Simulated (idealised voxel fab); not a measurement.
Module name: voxel ribs on slabs (process module)
FYI the section here is cut, 210 nm wide, cells are 5 nm squares.
When this document writes out a cross-section, it uses a grid of square cells and lists it as bands, beginning at the top and moving down, with a band standing for one or more rows of cells.
First you get the band's top height and its bottom height, in nm, and then the materials it's made of, left to right, with each width in nm. If you see a single material with "everywhere", that one covers the band edge to edge. "air" is empty space.
Beneath 0, the wafer as received is one material, and that level is where height counting begins. The lowest band goes on downward without a bottom; it is written like "z 0 and below".
Quick explanation for "30..40": the width changes in equal steps down the rows of cells, from the first number in the band's top row to the second number in its bottom row.
You'll sometimes find "no modification" written for a step, and that's the way of saying that nowhere in the cross-section did a cell change during that step.
Entry "Closed void table" = empty spaces >= 8 cells with no open way to the top; each as width x height at distance, distance from left edge, all nm.
It should be noted that, on the line of a given step, the content following the step's settings is a remark produced by the simulator itself with respect to that step.
Among the settings permitted on a step's line is "overlay nm"; applied to a step with a mask, it specifies the extent to which the mask lay to the right of its planned position, whereas a negative figure signifies a position to the left.
### Process steps (planned)
1: RECEIVE with material Si
2: DIRECTIONAL_DEP with material SiO2, thk nm 20
3: DIRECTIONAL_DEP with material polySi, thk nm 15
4: PATTERN with tone cover, mask id RIB, material resist, width nm 15, thk nm 15, overlay nm 0
5: DIRECTIONAL_ETCH with etch materials polySi, depth nm 10
6: STRIP with etch materials resist
7: MASKED_ETCH with tone cover, mask id SLAB, width nm 65, etch materials polySi, depth nm 5, overlay nm 0
8: FILL_DEP with material SiO2, thk nm 15
9: CMP with height nm 45
10: DIRECTIONAL_DEP with material W, thk nm 10
11: DIRECTIONAL_DEP with material aC, thk nm 10
12: PATTERN with tone cover, mask id HEATER, material resist, width nm 25, thk nm 25, overlay nm 0
13: DIRECTIONAL_ETCH with etch materials aC, depth nm 10
14: STRIP with etch materials resist
15: DIRECTIONAL_ETCH with etch materials W, depth nm 10
16: STRIP with etch materials aC
17: CONFORMAL_DEP with material SiN, thk nm 5
### Cross-sectional view of the wafer in its as-received condition, corresponding to the state after step 1
	z 0 and below | Si everywhere
	Closed void table: none
### Cross-sectional result after module completion. Note: starting condition and plan are unchanged from above; one processing mistake was made
	z 60 to 55 | 85 air  35 SiN  90 air
	z 55 to 50 | 85 air  5 SiN  25 W  5 SiN  90 air
	z 50 to 45 | 90 SiN  25 W  95 SiN
	z 45 to 35 | 95 SiO2  15 polySi  100 SiO2
	z 35 to 30 | 70 SiO2  65 polySi  75 SiO2
	z 30 to 20 | polySi everywhere
	z 20 to 0 | SiO2 everywhere
	z 0 and below | Si everywhere
	Closed void table: none
So what did we get wrong on this run? heads up, step 3 didn't go per plan, it actually ran as DIRECTIONAL_DEP with material polySi, thk nm 25
